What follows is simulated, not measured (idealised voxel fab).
Process module name: voxel transistor to metal
For reference, the cross-section in this document is cut, with width 170 nm and square cells of 5 nm.
Cross-section spec: square-cell grid; bands listed top down; each band is one or more rows. Band: top and bottom heights (nm) first, top before bottom; then materials from left to right, widths in nm. "throughout" marks a sole material filling the band edge to edge. "air" denotes empty space. Below 0: as-received wafer, all one material; heights counted from there. Lowest band: no bottom, goes on down, written "0 and below". A width such as "30->40" changes by the same amount from each row of cells to the next, from the band's top row to its bottom row. Step note "left unchanged" = no cross-section cell changed. Listed in "Fully sealed voids": every empty space of 8 or more cells without an open way to the top. Form: width x height at distance, the distance being from the left edge, all in nm. That trailing text on a step's line, after the settings, is the simulator's own remark on the step. "overlay nm", when on a step's line for a step with a mask, measures how far to the right of its planned place the mask lay; a negative measure means to the left.

## Below is the list of planned process steps
1 RECEIVE (material Si)
2 OXIDIZE (depth nm 5)
3 CONFORMAL_DEP (material SiN; thk nm 10)
4 MASKED_ETCH (tone cover; mask id ACTIVE; width nm 100; etch materials SiN; depth nm 10; overlay nm 0)
5 MASKED_ETCH (tone cover; mask id ACTIVE; width nm 100; etch materials SiO2; depth nm 5; overlay nm 0)
6 MASKED_ETCH (tone cover; mask id ACTIVE; width nm 100; etch materials Si; depth nm 30; overlay nm 0)
7 FILL_DEP (material SiO2; thk nm 10)
8 CMP (height nm 10)
9 SELECTIVE_ETCH (etch materials SiO2; depth nm 10)
10 STRIP (etch materials SiN)
11 SELECTIVE_ETCH (etch materials SiO2; depth nm 5)
12 OXIDIZE (depth nm 5)
13 DIRECTIONAL_DEP (material polySi; thk nm 30)
14 DIRECTIONAL_DEP (material SiCN; thk nm 10)
15 PATTERN (tone cover; mask id GATE; material resist; width nm 30; thk nm 15; overlay nm -15)
16 DIRECTIONAL_ETCH (etch materials SiCN; depth nm 20)
17 DIRECTIONAL_ETCH (etch materials polySi; depth nm 40)
18 STRIP (etch materials resist)
19 CONFORMAL_DEP (material SiO2; thk nm 5)
20 DIRECTIONAL_ETCH (etch materials SiO2; depth nm 5)
21 CONFORMAL_DEP (material SiN; thk nm 10)
22 DIRECTIONAL_ETCH (etch materials SiN; depth nm 10)
23 DIRECTIONAL_ETCH (etch materials SiO2; depth nm 5)
24 DIRECTIONAL_ETCH (etch materials Si; depth nm 10)
25 EPI (material nSi; thk nm 10)
26 FILL_DEP (material SiO2; thk nm 10)
27 CMP (height nm 25)
28 STRIP (etch materials polySi)
29 SELECTIVE_ETCH (etch materials SiO2; depth nm 5)
30 CONFORMAL_DEP (material HfO2; thk nm 5)
31 CONFORMAL_DEP (material TiN; thk nm 5)
32 FILL_DEP (material W; thk nm 10)
33 CMP (height nm 20)
34 DIRECTIONAL_DEP (material SiO2; thk nm 15)
35 PATTERN (tone open; mask id CONTACT; material resist; width nm 15; pitch nm 75; thk nm 20; overlay nm 0)
36 DIRECTIONAL_ETCH (etch materials SiO2; depth nm 45)
37 STRIP (etch materials resist)
38 CONFORMAL_DEP (material TiN; thk nm 5)
39 FILL_DEP (material W; thk nm 5)
40 CMP (height nm 35)
41 CONFORMAL_DEP (material SiN; thk nm 5)
42 DIRECTIONAL_DEP (material lowk; thk nm 20)
43 MASKED_ETCH (tone open; mask id METAL_1; width nm 15; pitch nm 75; etch materials lowk; depth nm 20; overlay nm 0)
44 MASKED_ETCH (tone open; mask id METAL_1; width nm 15; pitch nm 75; etch materials SiN; depth nm 5; overlay nm 0)
45 CONFORMAL_DEP (material TiN; thk nm 5)
46 FILL_DEP (material Ru; thk nm 10)
47 CMP (height nm 60)
48 EPI (material Ru; thk nm 5)
49 FILL_DEP (material SiCN; thk nm 5)
50 DIRECTIONAL_DEP (material lowk; thk nm 25)
51 MASKED_ETCH (tone open; mask id METAL_2; width nm 15; pitch nm 75; etch materials lowk; depth nm 15; overlay nm 0)
52 MASKED_ETCH (tone open; mask id METAL_2_HOLES; width nm 15; pitch nm 75; etch materials lowk; depth nm 10; overlay nm 0)
53 MASKED_ETCH (tone open; mask id METAL_2_HOLES; width nm 15; pitch nm 75; etch materials SiCN; depth nm 5; overlay nm 0)
54 CONFORMAL_DEP (material TiN; thk nm 5)
55 FILL_DEP (material Cu; thk nm 10)
56 CMP (height nm 95)
57 CONFORMAL_DEP (material SiCN; thk nm 5)
For this document, wafers share an identical start and vary in the step 15 overlay nm; the plan quotes the first wafer's value.

## Cross-section of the first of several wafers as received (after step 1)
* 0 and below  Si throughout
* Fully sealed voids: none

## Take any row and you have a wafer at the end of the module: how many cells of each material it has gained (+) or lost (-) since it was received, and then its closed voids
overlay nm -15 | +10 Cu | +18 HfO2 | +18 Ru | -154 Si | +86 SiCN | +48 SiN | +264 SiO2 | +88 TiN | +26 W | +252 lowk | +24 nSi | Fully sealed voids: none
overlay nm -10 | +10 Cu | +18 HfO2 | +18 Ru | -154 Si | +86 SiCN | +48 SiN | +260 SiO2 | +92 TiN | +26 W | +252 lowk | +24 nSi | Fully sealed voids: none
overlay nm -5 | +10 Cu | +18 HfO2 | +18 Ru | -154 Si | +86 SiCN | +48 SiN | +258 SiO2 | +96 TiN | +24 W | +252 lowk | +24 nSi | Fully sealed voids: none
overlay nm 0 | +10 Cu | +18 HfO2 | +18 Ru | -154 Si | +86 SiCN | +48 SiN | +254 SiO2 | +96 TiN | +28 W | +252 lowk | +24 nSi | Fully sealed voids: none
overlay nm 5 | +10 Cu | +18 HfO2 | +18 Ru | -154 Si | +86 SiCN | +48 SiN | +258 SiO2 | +96 TiN | +24 W | +252 lowk | +24 nSi | Fully sealed voids: none
overlay nm 10 | +10 Cu | +18 HfO2 | +18 Ru | -154 Si | +86 SiCN | +48 SiN | +260 SiO2 | +92 TiN | +26 W | +252 lowk | +24 nSi | Fully sealed voids: none
overlay nm 15 | +10 Cu | +18 HfO2 | +18 Ru | -154 Si | +86 SiCN | +48 SiN | +264 SiO2 | +88 TiN | +26 W | +252 lowk | +24 nSi | Fully sealed voids: none
